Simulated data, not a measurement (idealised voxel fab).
You're looking at the process module voxel self aligned contacts.
Each square cell in cross-section cut measures 5 nm, and the section as a whole is 140 nm wide.
Cross-section, as written here: a square-cell grid given band by band from the top down, where a band holds one or more rows of cells.
In this notation a band is specified by the heights of its top and bottom, in that order and in nm, after which its materials appear from left to right, each paired with its width in nm. The word "edge to edge" attached to a single material means that material fills the band from edge to edge; the word "air" stands for empty space.
A quick word on heights: they are counted from 0, and under that level the wafer as it came to us is one material throughout. The lowest band is different from the rest in having no bottom; it simply continues downward, written as in "0 -> down".
The two numbers in a width such as "30->40" mark its ends across the band: the first belongs to the top row of cells, the second to the bottom row, and from each row to the next the width moves by the same amount.
No cell of the cross-section changed in a step that is given as "nothing altered".
The entry titled "Closed empty spaces" provides the empty spaces that have no open way to the top, restricted to those of 8 cells or more. Each is presented as width x height at distance, the distance being measured from the left edge, with all three in nm.
Text after the settings on a step's line: the simulator's own remark on that step.
You can add "overlay nm" to a step's line. For a step with a mask, it describes how far the mask lay to the right of its planned position, and a negative number describes a lay to the left.
Here's what the planned process steps look like
| 1 | RECEIVE, material Si |
| 2 | OXIDIZE, depth nm 5 |
| 3 | DIRECTIONAL_DEP, material polySi, thk nm 25 |
| 4 | DIRECTIONAL_DEP, material SiN, thk nm 25 |
| 5 | PATTERN, tone cover, mask id GATE, material resist, width nm 35, pitch nm 75, thk nm 20, overlay nm 0 |
| 6 | DIRECTIONAL_ETCH, etch materials SiN, depth nm 25 |
| 7 | DIRECTIONAL_ETCH, etch materials polySi, depth nm 25 |
| 8 | STRIP, etch materials resist |
| 9 | CONFORMAL_DEP, material SiN, thk nm 10 |
| 10 | DIRECTIONAL_ETCH, etch materials SiN, depth nm 10 |
| 11 | FILL_DEP, material SiO2, thk nm 10 |
| 12 | CMP, height nm 55 |
| 13 | PATTERN, tone open, mask id CONTACT, material resist, width nm 50, thk nm 20, overlay nm 0 |
| 14 | DIRECTIONAL_ETCH, etch materials SiO2, depth nm 60 |
| 15 | STRIP, etch materials resist |
| 16 | CONFORMAL_DEP, material TiN, thk nm 5 |
| 17 | FILL_DEP, material W, thk nm 10 |
| 18 | CMP, height nm 55 |
| 19 | CONFORMAL_DEP, material SiCN, thk nm 5 |
As-received wafer cross-section (after step 1)
	0 -> down: Si edge to edge
	Closed empty spaces: none
First of two wafers, end-of-module section, run followed plan
	60 -> 55: SiCN edge to edge
	55 -> 50: 45 of SiO2 / 20 of TiN / 10 of W / 20 of TiN / 45 of SiO2
	50 -> 25: 5 of SiO2 / 55 of SiN / 5 of TiN / 10 of W / 5 of TiN / 55 of SiN / 5 of SiO2
	25 -> 0: 5 of SiO2 / 10 of SiN / 35 of polySi / 10 of SiN / 5 of TiN / 10 of W / 5 of TiN / 10 of SiN / 35 of polySi / 10 of SiN / 5 of SiO2
	0 -> -5: 60 of SiO2 / 20 of TiN / 60 of SiO2
	-5 -> down: Si edge to edge
	Closed empty spaces: none
Module end: cross-section of wafer two of two. Same start and process plan as the first wafer. One mistake during execution
	75 -> 70: SiCN edge to edge
	70 -> 60: W edge to edge
	60 -> 55: 50 of TiN / 40 of W / 50 of TiN
	55 -> 50: 45 of SiO2 / 20 of TiN / 10 of W / 20 of TiN / 45 of SiO2
	50 -> 25: 5 of SiO2 / 55 of SiN / 5 of TiN / 10 of W / 5 of TiN / 55 of SiN / 5 of SiO2
	25 -> 0: 5 of SiO2 / 10 of SiN / 35 of polySi / 10 of SiN / 5 of TiN / 10 of W / 5 of TiN / 10 of SiN / 35 of polySi / 10 of SiN / 5 of SiO2
	0 -> -5: 60 of SiO2 / 20 of TiN / 60 of SiO2
	-5 -> down: Si edge to edge
	Closed empty spaces: none
Here's what went sideways: step 18 of the plan was excluded from execution and never run
End of process, cell counts, second wafer against first, materials with more or fewer: TiN +20; W +64
